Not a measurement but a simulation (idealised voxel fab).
process module | voxel transistor to metal
cross-section cut | 265 nm wide | cells 5 nm
A cross-section is a grid of square cells, given in bands from the top down. A band is one or more rows of cells.
Each band's line starts with the height of the band's top and of its bottom, in nm. Then come its materials from left to right, each with its width in nm. One material with "throughout" fills the band from edge to edge. "air" is empty space.
Height 0 is the level under which the wafer as received is all one material. The lowest band goes on downwards, as in "0 down".
A width such as "30 to 40" changes by the same amount from each row of cells to the next, from the band's top row to its bottom row.
"no change" after a step means that no cell of the cross-section changed.
closed voids: empty space of 8 cells or more with no open way to the top, each as width x height at its distance from the left edge, in nm
after a step's settings: what the simulator itself notes on the step
overlay nm, on a step with a mask: how far to the right of its planned place the mask lay; to the left if negative
plan
1 op RECEIVE | material Si
2 op CONFORMAL_DEP | material SiO2 | thk nm 5
3 op CONFORMAL_DEP | material SiN | thk nm 15
4 op PATTERN | tone cover | mask id ACTIVE | material resist | width nm 100 | pitch nm 125 | thk nm 15 | overlay nm 0
5 op DIRECTIONAL_ETCH | etch materials SiN | depth nm 15
6 op DIRECTIONAL_ETCH | etch materials SiO2 | depth nm 5
7 op DIRECTIONAL_ETCH | etch materials Si | depth nm 30
8 op STRIP | etch materials resist
9 op OXIDIZE | depth nm 5
10 op FILL_DEP | material SiO2 | thk nm 15
11 op CMP | height nm 20
12 op SELECTIVE_ETCH | etch materials SiO2 | depth nm 5
13 op STRIP | etch materials SiN
14 op SELECTIVE_ETCH | etch materials SiO2 | depth nm 5
15 op OXIDIZE | depth nm 5
16 op DIRECTIONAL_DEP | material polySi | thk nm 20
17 op DIRECTIONAL_DEP | material SiCN | thk nm 10
18 op DIRECTIONAL_DEP | material aC | thk nm 10
19 op PATTERN | tone cover | mask id GATE | material resist | width nm 20 | pitch nm 125 | thk nm 30 | overlay nm 0
20 op DIRECTIONAL_ETCH | etch materials aC | depth nm 10
21 op STRIP | etch materials resist
22 op DIRECTIONAL_ETCH | etch materials SiCN | depth nm 20
23 op DIRECTIONAL_ETCH | etch materials polySi | depth nm 30
24 op STRIP | etch materials aC
25 op CONFORMAL_DEP | material SiO2 | thk nm 5
26 op DIRECTIONAL_ETCH | etch materials SiO2 | depth nm 5
27 op CONFORMAL_DEP | material SiN | thk nm 10
28 op DIRECTIONAL_ETCH | etch materials SiN | depth nm 10
29 op DIRECTIONAL_ETCH | etch materials SiO2 | depth nm 5
30 op DIRECTIONAL_ETCH | etch materials Si | depth nm 5
31 op EPI | material pSi | thk nm 10
32 op FILL_DEP | material SiO2 | thk nm 10
33 op CMP | height nm 30
34 op DIRECTIONAL_DEP | material SiO2 | thk nm 10
35 op PATTERN | tone open | mask id CONTACT | material resist | width nm 30 | thk nm 20 | overlay nm 0
36 op DIRECTIONAL_ETCH | etch materials SiO2 | depth nm 35
37 op STRIP | etch materials resist
38 op CONFORMAL_DEP | material TiN | thk nm 5
39 op FILL_DEP | material W | thk nm 5
40 op CMP | height nm 40
41 op DIRECTIONAL_DEP | material TiN | thk nm 5
42 op DIRECTIONAL_DEP | material W | thk nm 15
43 op MASKED_ETCH | tone cover | mask id METAL_1 | width nm 15 | etch materials W | depth nm 15 | overlay nm 0
44 op MASKED_ETCH | tone cover | mask id METAL_1 | width nm 15 | etch materials TiN | depth nm 5 | overlay nm 0
45 op CONFORMAL_DEP | material SiCN | thk nm 5
46 op FILL_DEP | material SiO2 | thk nm 10
47 op CMP | height nm 60
48 op CONFORMAL_DEP | material SiCN | thk nm 5
49 op DIRECTIONAL_DEP | material SiO2 | thk nm 35
50 op MASKED_ETCH | tone open | mask id METAL_2 | width nm 15 | pitch nm 125 | etch materials SiO2 | depth nm 20 | overlay nm 0
51 op PATTERN | tone open | mask id METAL_2_HOLES | material resist | width nm 15 | pitch nm 125 | thk nm 20 | overlay nm 0
52 op DIRECTIONAL_ETCH | etch materials SiO2 | depth nm 15
53 op DIRECTIONAL_ETCH | etch materials SiCN | depth nm 5
54 op STRIP | etch materials resist
55 op CONFORMAL_DEP | material TiN | thk nm 5
56 op FILL_DEP | material Cu | thk nm 5
57 op CMP | height nm 100
58 op CONFORMAL_DEP | material SiN | thk nm 5
first wafer, as planned
as received, after step 1
  0 down: Si throughout
  closed voids: none
after step 2
  5 to 0: SiO2 throughout
  below 0: unchanged
after step 3
  20 to 5: SiN throughout
  below 5: unchanged
after step 4
  35 to 20: air 20 | resist 100 | air 25 | resist 100 | air 20
  below 20: unchanged
after step 5
  35 to 20: air 20 | resist 100 | air 25 | resist 100 | air 20
  20 to 5: air 20 | SiN 100 | air 25 | SiN 100 | air 20
  below 5: unchanged
after step 6
  35 to 20: air 20 | resist 100 | air 25 | resist 100 | air 20
  20 to 5: air 20 | SiN 100 | air 25 | SiN 100 | air 20
  5 to 0: air 20 | SiO2 100 | air 25 | SiO2 100 | air 20
  below 0: unchanged
after step 7
  35 to 20: air 20 | resist 100 | air 25 | resist 100 | air 20
  20 to 5: air 20 | SiN 100 | air 25 | SiN 100 | air 20
  5 to 0: air 20 | SiO2 100 | air 25 | SiO2 100 | air 20
  0 to -30: air 20 | Si 100 | air 25 | Si 100 | air 20
  below -30: unchanged
after step 8
  20 to 5: air 20 | SiN 100 | air 25 | SiN 100 | air 20
  below 5: unchanged
after step 9
  20 to 5: air 20 | SiN 100 | air 25 | SiN 100 | air 20
  5 to 0: air 20 | SiO2 100 | air 25 | SiO2 100 | air 20
  0 to -30: air 20 | SiO2 5 | Si 90 | SiO2 5 | air 25 | SiO2 5 | Si 90 | SiO2 5 | air 20
  -30 to -35: SiO2 25 | Si 90 | SiO2 35 | Si 90 | SiO2 25
  below -35: unchanged
after step 10
  35 to 20: SiO2 throughout
  20 to 5: SiO2 20 | SiN 100 | SiO2 25 | SiN 100 | SiO2 20
  5 to 0: SiO2 throughout
  0 to -35: SiO2 25 | Si 90 | SiO2 35 | Si 90 | SiO2 25
  below -35: unchanged
after step 11
  20 to 5: SiO2 20 | SiN 100 | SiO2 25 | SiN 100 | SiO2 20
  below 5: unchanged
after step 12
  20 to 15: air 20 | SiN 100 | air 25 | SiN 100 | air 20
  below 15: unchanged
after step 13
  15 to 5: SiO2 20 | air 100 | SiO2 25 | air 100 | SiO2 20
  below 5: unchanged
after step 14
  10 to 0: SiO2 15 | air 110 | SiO2 15 | air 110 | SiO2 15
  below 0: unchanged
after step 15
  10 to 0: SiO2 15 | air 110 | SiO2 15 | air 110 | SiO2 15
  0 to -5: SiO2 throughout
  below -5: unchanged
after step 16
  30 to 20: polySi 15 | air 110 | polySi 15 | air 110 | polySi 15
  20 to 10: polySi throughout
  10 to 0: SiO2 15 | polySi 110 | SiO2 15 | polySi 110 | SiO2 15
  below 0: unchanged
after step 17
  40 to 30: SiCN 15 | air 110 | SiCN 15 | air 110 | SiCN 15
  30 to 20: polySi 15 | SiCN 110 | polySi 15 | SiCN 110 | polySi 15
  below 20: unchanged
after step 18
  50 to 40: aC 15 | air 110 | aC 15 | air 110 | aC 15
  40 to 30: SiCN 15 | aC 110 | SiCN 15 | aC 110 | SiCN 15
  below 30: unchanged
after step 19
  80 to 50: air 60 | resist 20 | air 105 | resist 20 | air 60
  50 to 40: aC 15 | air 45 | resist 20 | air 45 | aC 15 | air 45 | resist 20 | air 45 | aC 15
  below 40: unchanged
after step 20
  70 to 40: air 60 | resist 20 | air 105 | resist 20 | air 60
  40 to 30: SiCN 15 | air 45 | aC 20 | air 45 | SiCN 15 | air 45 | aC 20 | air 45 | SiCN 15
  below 30: unchanged
after step 21
  40 to 30: SiCN 15 | air 45 | aC 20 | air 45 | SiCN 15 | air 45 | aC 20 | air 45 | SiCN 15
  below 30: unchanged
after step 22
  40 to 30: air 60 | aC 20 | air 105 | aC 20 | air 60
  30 to 20: polySi 15 | air 45 | SiCN 20 | air 45 | polySi 15 | air 45 | SiCN 20 | air 45 | polySi 15
  below 20: unchanged
after step 23
  40 to 30: air 60 | aC 20 | air 105 | aC 20 | air 60
  30 to 20: air 60 | SiCN 20 | air 105 | SiCN 20 | air 60
  20 to 10: air 60 | polySi 20 | air 105 | polySi 20 | air 60
  10 to 0: SiO2 15 | air 45 | polySi 20 | air 45 | SiO2 15 | air 45 | polySi 20 | air 45 | SiO2 15
  below 0: unchanged
after step 24
  30 to 20: air 60 | SiCN 20 | air 105 | SiCN 20 | air 60
  below 20: unchanged
after step 25
  35 to 30: air 55 | SiO2 30 | air 95 | SiO2 30 | air 55
  30 to 20: air 55 | SiO2 5 | SiCN 20 | SiO2 5 | air 95 | SiO2 5 | SiCN 20 | SiO2 5 | air 55
  20 to 15: air 55 | SiO2 5 | polySi 20 | SiO2 5 | air 95 | SiO2 5 | polySi 20 | SiO2 5 | air 55
  15 to 5: SiO2 20 | air 35 | SiO2 5 | polySi 20 | SiO2 5 | air 35 | SiO2 25 | air 35 | SiO2 5 | polySi 20 | SiO2 5 | air 35 | SiO2 20
  5 to 0: SiO2 60 | polySi 20 | SiO2 105 | polySi 20 | SiO2 60
  below 0: unchanged
after step 26
  30 to 20: air 55 | SiO2 5 | SiCN 20 | SiO2 5 | air 95 | SiO2 5 | SiCN 20 | SiO2 5 | air 55
  20 to 10: air 55 | SiO2 5 | polySi 20 | SiO2 5 | air 95 | SiO2 5 | polySi 20 | SiO2 5 | air 55
  10 to 0: SiO2 20 | air 35 | SiO2 5 | polySi 20 | SiO2 5 | air 35 | SiO2 25 | air 35 | SiO2 5 | polySi 20 | SiO2 5 | air 35 | SiO2 20
  below 0: unchanged
after step 27
  40 to 30: air 45 | SiN 50 | air 75 | SiN 50 | air 45
  30 to 20: air 45 | SiN 10 | SiO2 5 | SiCN 20 | SiO2 5 | SiN 10 | air 75 | SiN 10 | SiO2 5 | SiCN 20 | SiO2 5 | SiN 10 | air 45
  20 to 10: SiN 30 | air 15 | SiN 10 | SiO2 5 | polySi 20 | SiO2 5 | SiN 10 | air 15 | SiN 45 | air 15 | SiN 10 | SiO2 5 | polySi 20 | SiO2 5 | SiN 10 | air 15 | SiN 30
  10 to 0: SiO2 20 | SiN 35 | SiO2 5 | polySi 20 | SiO2 5 | SiN 35 | SiO2 25 | SiN 35 | SiO2 5 | polySi 20 | SiO2 5 | SiN 35 | SiO2 20
  below 0: unchanged
after step 28
  30 to 20: air 45 | SiN 10 | SiO2 5 | SiCN 20 | SiO2 5 | SiN 10 | air 75 | SiN 10 | SiO2 5 | SiCN 20 | SiO2 5 | SiN 10 | air 45
  20 to 10: air 45 | SiN 10 | SiO2 5 | polySi 20 | SiO2 5 | SiN 10 | air 75 | SiN 10 | SiO2 5 | polySi 20 | SiO2 5 | SiN 10 | air 45
  10 to 0: SiO2 20 | SiN 10 | air 15 | SiN 10 | SiO2 5 | polySi 20 | SiO2 5 | SiN 10 | air 15 | SiN 10 | SiO2 25 | SiN 10 | air 15 | SiN 10 | SiO2 5 | polySi 20 | SiO2 5 | SiN 10 | air 15 | SiN 10 | SiO2 20
  below 0: unchanged
after step 29
  30 to 25: air 45 | SiN 10 | air 5 | SiCN 20 | air 5 | SiN 10 | air 75 | SiN 10 | air 5 | SiCN 20 | air 5 | SiN 10 | air 45
  25 to 20: air 45 | SiN 10 | SiO2 5 | SiCN 20 | SiO2 5 | SiN 10 | air 75 | SiN 10 | SiO2 5 | SiCN 20 | SiO2 5 | SiN 10 | air 45
  20 to 10: air 45 | SiN 10 | SiO2 5 | polySi 20 | SiO2 5 | SiN 10 | air 75 | SiN 10 | SiO2 5 | polySi 20 | SiO2 5 | SiN 10 | air 45
  10 to 5: air 20 | SiN 10 | air 15 | SiN 10 | SiO2 5 | polySi 20 | SiO2 5 | SiN 10 | air 15 | SiN 10 | air 25 | SiN 10 | air 15 | SiN 10 | SiO2 5 | polySi 20 | SiO2 5 | SiN 10 | air 15 | SiN 10 | air 20
  5 to 0: SiO2 20 | SiN 10 | air 15 | SiN 10 | SiO2 5 | polySi 20 | SiO2 5 | SiN 10 | air 15 | SiN 10 | SiO2 25 | SiN 10 | air 15 | SiN 10 | SiO2 5 | polySi 20 | SiO2 5 | SiN 10 | air 15 | SiN 10 | SiO2 20
  0 to -5: SiO2 30 | air 15 | SiO2 50 | air 15 | SiO2 45 | air 15 | SiO2 50 | air 15 | SiO2 30
  below -5: unchanged
after step 30
  30 to 25: air 45 | SiN 10 | air 5 | SiCN 20 | air 5 | SiN 10 | air 75 | SiN 10 | air 5 | SiCN 20 | air 5 | SiN 10 | air 45
  25 to 20: air 45 | SiN 10 | SiO2 5 | SiCN 20 | SiO2 5 | SiN 10 | air 75 | SiN 10 | SiO2 5 | SiCN 20 | SiO2 5 | SiN 10 | air 45
  20 to 10: air 45 | SiN 10 | SiO2 5 | polySi 20 | SiO2 5 | SiN 10 | air 75 | SiN 10 | SiO2 5 | polySi 20 | SiO2 5 | SiN 10 | air 45
  10 to 5: air 20 | SiN 10 | air 15 | SiN 10 | SiO2 5 | polySi 20 | SiO2 5 | SiN 10 | air 15 | SiN 10 | air 25 | SiN 10 | air 15 | SiN 10 | SiO2 5 | polySi 20 | SiO2 5 | SiN 10 | air 15 | SiN 10 | air 20
  5 to 0: SiO2 20 | SiN 10 | air 15 | SiN 10 | SiO2 5 | polySi 20 | SiO2 5 | SiN 10 | air 15 | SiN 10 | SiO2 25 | SiN 10 | air 15 | SiN 10 | SiO2 5 | polySi 20 | SiO2 5 | SiN 10 | air 15 | SiN 10 | SiO2 20
  0 to -5: SiO2 30 | air 15 | SiO2 50 | air 15 | SiO2 45 | air 15 | SiO2 50 | air 15 | SiO2 30
  -5 to -10: SiO2 25 | Si 5 | air 15 | Si 50 | air 15 | Si 5 | SiO2 35 | Si 5 | air 15 | Si 50 | air 15 | Si 5 | SiO2 25
  below -10: unchanged
after step 31
  30 to 25: air 45 | SiN 10 | air 5 | SiCN 20 | air 5 | SiN 10 | air 75 | SiN 10 | air 5 | SiCN 20 | air 5 | SiN 10 | air 45
  25 to 20: air 45 | SiN 10 | SiO2 5 | SiCN 20 | SiO2 5 | SiN 10 | air 75 | SiN 10 | SiO2 5 | SiCN 20 | SiO2 5 | SiN 10 | air 45
  20 to 10: air 45 | SiN 10 | SiO2 5 | polySi 20 | SiO2 5 | SiN 10 | air 75 | SiN 10 | SiO2 5 | polySi 20 | SiO2 5 | SiN 10 | air 45
  10 to 5: air 20 | SiN 10 | air 15 | SiN 10 | SiO2 5 | polySi 20 | SiO2 5 | SiN 10 | air 15 | SiN 10 | air 25 | SiN 10 | air 15 | SiN 10 | SiO2 5 | polySi 20 | SiO2 5 | SiN 10 | air 15 | SiN 10 | air 20
  5 to 0: SiO2 20 | SiN 10 | pSi 15 | SiN 10 | SiO2 5 | polySi 20 | SiO2 5 | SiN 10 | pSi 15 | SiN 10 | SiO2 25 | SiN 10 | pSi 15 | SiN 10 | SiO2 5 | polySi 20 | SiO2 5 | SiN 10 | pSi 15 | SiN 10 | SiO2 20
  0 to -5: SiO2 30 | pSi 15 | SiO2 50 | pSi 15 | SiO2 45 | pSi 15 | SiO2 50 | pSi 15 | SiO2 30
  -5 to -10: SiO2 25 | Si 5 | pSi 15 | Si 50 | pSi 15 | Si 5 | SiO2 35 | Si 5 | pSi 15 | Si 50 | pSi 15 | Si 5 | SiO2 25
  below -10: unchanged
after step 32
  40 to 30: SiO2 throughout
  30 to 20: SiO2 45 | SiN 10 | SiO2 5 | SiCN 20 | SiO2 5 | SiN 10 | SiO2 75 | SiN 10 | SiO2 5 | SiCN 20 | SiO2 5 | SiN 10 | SiO2 45
  20 to 10: SiO2 45 | SiN 10 | SiO2 5 | polySi 20 | SiO2 5 | SiN 10 | SiO2 75 | SiN 10 | SiO2 5 | polySi 20 | SiO2 5 | SiN 10 | SiO2 45
  10 to 5: SiO2 20 | SiN 10 | SiO2 15 | SiN 10 | SiO2 5 | polySi 20 | SiO2 5 | SiN 10 | SiO2 15 | SiN 10 | SiO2 25 | SiN 10 | SiO2 15 | SiN 10 | SiO2 5 | polySi 20 | SiO2 5 | SiN 10 | SiO2 15 | SiN 10 | SiO2 20
  below 5: unchanged
after step 33
  30 to 20: SiO2 45 | SiN 10 | SiO2 5 | SiCN 20 | SiO2 5 | SiN 10 | SiO2 75 | SiN 10 | SiO2 5 | SiCN 20 | SiO2 5 | SiN 10 | SiO2 45
  below 20: unchanged
after step 34
  40 to 30: SiO2 throughout
  below 30: unchanged
after step 35
  60 to 40: resist 25 | air 30 | resist 30 | air 30 | resist 35 | air 30 | resist 30 | air 30 | resist 25
  below 40: unchanged
after step 36
  60 to 40: resist 25 | air 30 | resist 30 | air 30 | resist 35 | air 30 | resist 30 | air 30 | resist 25
  40 to 30: SiO2 25 | air 30 | SiO2 30 | air 30 | SiO2 35 | air 30 | SiO2 30 | air 30 | SiO2 25
  30 to 20: SiO2 25 | air 20 | SiN 10 | SiO2 5 | SiCN 20 | SiO2 5 | SiN 10 | air 20 | SiO2 35 | air 20 | SiN 10 | SiO2 5 | SiCN 20 | SiO2 5 | SiN 10 | air 20 | SiO2 25
  20 to 10: SiO2 25 | air 20 | SiN 10 | SiO2 5 | polySi 20 | SiO2 5 | SiN 10 | air 20 | SiO2 35 | air 20 | SiN 10 | SiO2 5 | polySi 20 | SiO2 5 | SiN 10 | air 20 | SiO2 25
  10 to 5: SiO2 20 | SiN 10 | air 15 | SiN 10 | SiO2 5 | polySi 20 | SiO2 5 | SiN 10 | air 15 | SiN 10 | SiO2 25 | SiN 10 | air 15 | SiN 10 | SiO2 5 | polySi 20 | SiO2 5 | SiN 10 | air 15 | SiN 10 | SiO2 20
  below 5: unchanged
after step 37
  40 to 30: SiO2 25 | air 30 | SiO2 30 | air 30 | SiO2 35 | air 30 | SiO2 30 | air 30 | SiO2 25
  below 30: unchanged
after step 38
  45 to 40: TiN 30 | air 20 | TiN 40 | air 20 | TiN 45 | air 20 | TiN 40 | air 20 | TiN 30
  40 to 30: SiO2 25 | TiN 5 | air 20 to 10 | TiN 5 to 15 | SiO2 30 | TiN 5 to 15 | air 20 to 10 | TiN 5 | SiO2 35 | TiN 5 | air 20 to 10 | TiN 5 to 15 | SiO2 30 | TiN 5 to 15 | air 20 to 10 | TiN 5 | SiO2 25
  30 to 20: SiO2 25 | TiN 5 | air 10 | TiN 5 | SiN 10 | SiO2 5 | SiCN 20 | SiO2 5 | SiN 10 | TiN 5 | air 10 | TiN 5 | SiO2 35 | TiN 5 | air 10 | TiN 5 | SiN 10 | SiO2 5 | SiCN 20 | SiO2 5 | SiN 10 | TiN 5 | air 10 | TiN 5 | SiO2 25
  20 to 10: SiO2 25 | TiN 5 to 10 | air 10 to 5 | TiN 5 | SiN 10 | SiO2 5 | polySi 20 | SiO2 5 | SiN 10 | TiN 5 | air 10 to 5 | TiN 5 to 10 | SiO2 35 | TiN 5 to 10 | air 10 to 5 | TiN 5 | SiN 10 | SiO2 5 | polySi 20 | SiO2 5 | SiN 10 | TiN 5 | air 10 to 5 | TiN 5 to 10 | SiO2 25
  10 to 5: SiO2 20 | SiN 10 | TiN 15 | SiN 10 | SiO2 5 | polySi 20 | SiO2 5 | SiN 10 | TiN 15 | SiN 10 | SiO2 25 | SiN 10 | TiN 15 | SiN 10 | SiO2 5 | polySi 20 | SiO2 5 | SiN 10 | TiN 15 | SiN 10 | SiO2 20
  below 5: unchanged
after step 39
  50 to 45: W throughout
  45 to 40: TiN 30 | W 20 | TiN 40 | W 20 | TiN 45 | W 20 | TiN 40 | W 20 | TiN 30
  40 to 30: SiO2 25 | TiN 5 | W 20 to 10 | TiN 5 to 15 | SiO2 30 | TiN 5 to 15 | W 20 to 10 | TiN 5 | SiO2 35 | TiN 5 | W 20 to 10 | TiN 5 to 15 | SiO2 30 | TiN 5 to 15 | W 20 to 10 | TiN 5 | SiO2 25
  30 to 20: SiO2 25 | TiN 5 | W 10 | TiN 5 | SiN 10 | SiO2 5 | SiCN 20 | SiO2 5 | SiN 10 | TiN 5 | W 10 | TiN 5 | SiO2 35 | TiN 5 | W 10 | TiN 5 | SiN 10 | SiO2 5 | SiCN 20 | SiO2 5 | SiN 10 | TiN 5 | W 10 | TiN 5 | SiO2 25
  20 to 10: SiO2 25 | TiN 5 to 10 | W 10 to 5 | TiN 5 | SiN 10 | SiO2 5 | polySi 20 | SiO2 5 | SiN 10 | TiN 5 | W 10 to 5 | TiN 5 to 10 | SiO2 35 | TiN 5 to 10 | W 10 to 5 | TiN 5 | SiN 10 | SiO2 5 | polySi 20 | SiO2 5 | SiN 10 | TiN 5 | W 10 to 5 | TiN 5 to 10 | SiO2 25
  below 10: unchanged
after step 40
  40 to 30: SiO2 25 | TiN 5 | W 20 to 10 | TiN 5 to 15 | SiO2 30 | TiN 5 to 15 | W 20 to 10 | TiN 5 | SiO2 35 | TiN 5 | W 20 to 10 | TiN 5 to 15 | SiO2 30 | TiN 5 to 15 | W 20 to 10 | TiN 5 | SiO2 25
  below 30: unchanged
after step 41
  45 to 40: TiN throughout
  below 40: unchanged
after step 42
  60 to 45: W throughout
  below 45: unchanged
after step 43
  60 to 45: air 25 | W 15 | air 60 | W 15 | air 35 | W 15 | air 60 | W 15 | air 25
  below 45: unchanged
after step 44
  60 to 45: air 25 | W 15 | air 60 | W 15 | air 35 | W 15 | air 60 | W 15 | air 25
  45 to 40: air 25 | TiN 15 | air 60 | TiN 15 | air 35 | TiN 15 | air 60 | TiN 15 | air 25
  below 40: unchanged
after step 45
  65 to 60: air 20 | SiCN 25 | air 50 | SiCN 25 | air 25 | SiCN 25 | air 50 | SiCN 25 | air 20
  60 to 45: air 20 | SiCN 5 | W 15 | SiCN 5 | air 50 | SiCN 5 | W 15 | SiCN 5 | air 25 | SiCN 5 | W 15 | SiCN 5 | air 50 | SiCN 5 | W 15 | SiCN 5 | air 20
  45 to 40: SiCN 25 | TiN 15 | SiCN 60 | TiN 15 | SiCN 35 | TiN 15 | SiCN 60 | TiN 15 | SiCN 25
  below 40: unchanged
after step 46
  75 to 65: SiO2 throughout
  65 to 60: SiO2 20 | SiCN 25 | SiO2 50 | SiCN 25 | SiO2 25 | SiCN 25 | SiO2 50 | SiCN 25 | SiO2 20
  60 to 45: SiO2 20 | SiCN 5 | W 15 | SiCN 5 | SiO2 50 | SiCN 5 | W 15 | SiCN 5 | SiO2 25 | SiCN 5 | W 15 | SiCN 5 | SiO2 50 | SiCN 5 | W 15 | SiCN 5 | SiO2 20
  below 45: unchanged
after step 47
  60 to 45: SiO2 20 | SiCN 5 | W 15 | SiCN 5 | SiO2 50 | SiCN 5 | W 15 | SiCN 5 | SiO2 25 | SiCN 5 | W 15 | SiCN 5 | SiO2 50 | SiCN 5 | W 15 | SiCN 5 | SiO2 20
  below 45: unchanged
after step 48
  65 to 60: SiCN throughout
  below 60: unchanged
after step 49
  100 to 65: SiO2 throughout
  below 65: unchanged
after step 50
  100 to 80: SiO2 25 | air 15 | SiO2 110 | air 15 | SiO2 100
  below 80: unchanged
after step 51
  120 to 100: resist 25 | air 15 | resist 110 | air 15 | resist 100
  below 100: unchanged
after step 52
  120 to 100: resist 25 | air 15 | resist 110 | air 15 | resist 100
  100 to 65: SiO2 25 | air 15 | SiO2 110 | air 15 | SiO2 100
  below 65: unchanged
after step 53
  120 to 100: resist 25 | air 15 | resist 110 | air 15 | resist 100
  100 to 65: SiO2 25 | air 15 | SiO2 110 | air 15 | SiO2 100
  65 to 60: SiCN 25 | air 15 | SiCN 110 | air 15 | SiCN 100
  below 60: unchanged
after step 54
  100 to 65: SiO2 25 | air 15 | SiO2 110 | air 15 | SiO2 100
  below 65: unchanged
after step 55
  105 to 100: TiN 30 | air 5 | TiN 120 | air 5 | TiN 105
  100 to 65: SiO2 25 | TiN 5 | air 5 | TiN 5 | SiO2 110 | TiN 5 | air 5 | TiN 5 | SiO2 100
  65 to 60: SiCN 25 | TiN 15 | SiCN 110 | TiN 15 | SiCN 100
  below 60: unchanged
after step 56
  110 to 105: Cu throughout
  105 to 100: TiN 30 | Cu 5 | TiN 120 | Cu 5 | TiN 105
  100 to 65: SiO2 25 | TiN 5 | Cu 5 | TiN 5 | SiO2 110 | TiN 5 | Cu 5 | TiN 5 | SiO2 100
  below 65: unchanged
after step 57
  100 to 65: SiO2 25 | TiN 5 | Cu 5 | TiN 5 | SiO2 110 | TiN 5 | Cu 5 | TiN 5 | SiO2 100
  below 65: unchanged
after step 58
  105 to 100: SiN throughout
  below 100: unchanged
second wafer: like start, like plan, one mistake. Through step 43 it matches the first wafer
when step 44 should have ended
  60 to 45: air 25 | W 15 | air 60 | W 15 | air 35 | W 15 | air 60 | W 15 | air 25
  45 to 40: air 20 | TiN 20 | air 55 | TiN 20 | air 30 | TiN 20 | air 55 | TiN 20 | air 25
  below 40: unchanged
when step 45 should have ended
  65 to 60: air 20 | SiCN 25 | air 50 | SiCN 25 | air 25 | SiCN 25 | air 50 | SiCN 25 | air 20
  60 to 50: air 20 | SiCN 5 | W 15 | SiCN 5 | air 50 | SiCN 5 | W 15 | SiCN 5 | air 25 | SiCN 5 | W 15 | SiCN 5 | air 50 | SiCN 5 | W 15 | SiCN 5 | air 20
  50 to 45: air 15 | SiCN 10 | W 15 | SiCN 5 | air 45 | SiCN 10 | W 15 | SiCN 5 | air 20 | SiCN 10 | W 15 | SiCN 5 | air 45 | SiCN 10 | W 15 | SiCN 5 | air 20
  45 to 40: SiCN 20 | TiN 20 | SiCN 55 | TiN 20 | SiCN 30 | TiN 20 | SiCN 55 | TiN 20 | SiCN 25
  below 40: unchanged
when step 46 should have ended
  75 to 65: SiO2 throughout
  65 to 60: SiO2 20 | SiCN 25 | SiO2 50 | SiCN 25 | SiO2 25 | SiCN 25 | SiO2 50 | SiCN 25 | SiO2 20
  60 to 50: SiO2 20 | SiCN 5 | W 15 | SiCN 5 | SiO2 50 | SiCN 5 | W 15 | SiCN 5 | SiO2 25 | SiCN 5 | W 15 | SiCN 5 | SiO2 50 | SiCN 5 | W 15 | SiCN 5 | SiO2 20
  50 to 45: SiO2 15 | SiCN 10 | W 15 | SiCN 5 | SiO2 45 | SiCN 10 | W 15 | SiCN 5 | SiO2 20 | SiCN 10 | W 15 | SiCN 5 | SiO2 45 | SiCN 10 | W 15 | SiCN 5 | SiO2 20
  below 45: unchanged
when step 47 should have ended
  60 to 50: SiO2 20 | SiCN 5 | W 15 | SiCN 5 | SiO2 50 | SiCN 5 | W 15 | SiCN 5 | SiO2 25 | SiCN 5 | W 15 | SiCN 5 | SiO2 50 | SiCN 5 | W 15 | SiCN 5 | SiO2 20
  below 50: unchanged
when step 48 should have ended
  65 to 60: SiCN throughout
  below 60: unchanged
when step 49 should have ended
  100 to 65: SiO2 throughout
  below 65: unchanged
when step 50 should have ended
  100 to 80: SiO2 25 | air 15 | SiO2 110 | air 15 | SiO2 100
  below 80: unchanged
when step 51 should have ended
  120 to 100: resist 25 | air 15 | resist 110 | air 15 | resist 100
  below 100: unchanged
when step 52 should have ended
  120 to 100: resist 25 | air 15 | resist 110 | air 15 | resist 100
  100 to 65: SiO2 25 | air 15 | SiO2 110 | air 15 | SiO2 100
  below 65: unchanged
when step 53 should have ended
  120 to 100: resist 25 | air 15 | resist 110 | air 15 | resist 100
  100 to 65: SiO2 25 | air 15 | SiO2 110 | air 15 | SiO2 100
  65 to 60: SiCN 25 | air 15 | SiCN 110 | air 15 | SiCN 100
  below 60: unchanged
when step 54 should have ended
  100 to 65: SiO2 25 | air 15 | SiO2 110 | air 15 | SiO2 100
  below 65: unchanged
when step 55 should have ended
  105 to 100: TiN 30 | air 5 | TiN 120 | air 5 | TiN 105
  100 to 65: SiO2 25 | TiN 5 | air 5 | TiN 5 | SiO2 110 | TiN 5 | air 5 | TiN 5 | SiO2 100
  65 to 60: SiCN 25 | TiN 15 | SiCN 110 | TiN 15 | SiCN 100
  below 60: unchanged
when step 56 should have ended
  110 to 105: Cu throughout
  105 to 100: TiN 30 | Cu 5 | TiN 120 | Cu 5 | TiN 105
  100 to 65: SiO2 25 | TiN 5 | Cu 5 | TiN 5 | SiO2 110 | TiN 5 | Cu 5 | TiN 5 | SiO2 100
  below 65: unchanged
when step 57 should have ended
  100 to 65: SiO2 25 | TiN 5 | Cu 5 | TiN 5 | SiO2 110 | TiN 5 | Cu 5 | TiN 5 | SiO2 100
  below 65: unchanged
when step 58 should have ended
  105 to 100: SiN throughout
  below 100: unchanged
what went wrong: step 44 ran as: op MASKED_ETCH | tone cover | mask id METAL_1 | width nm 15 | etch materials TiN | depth nm 5 | overlay nm -5
at the end the second wafer has, in cells: 4 fewer of SiO2 | 4 more of TiN
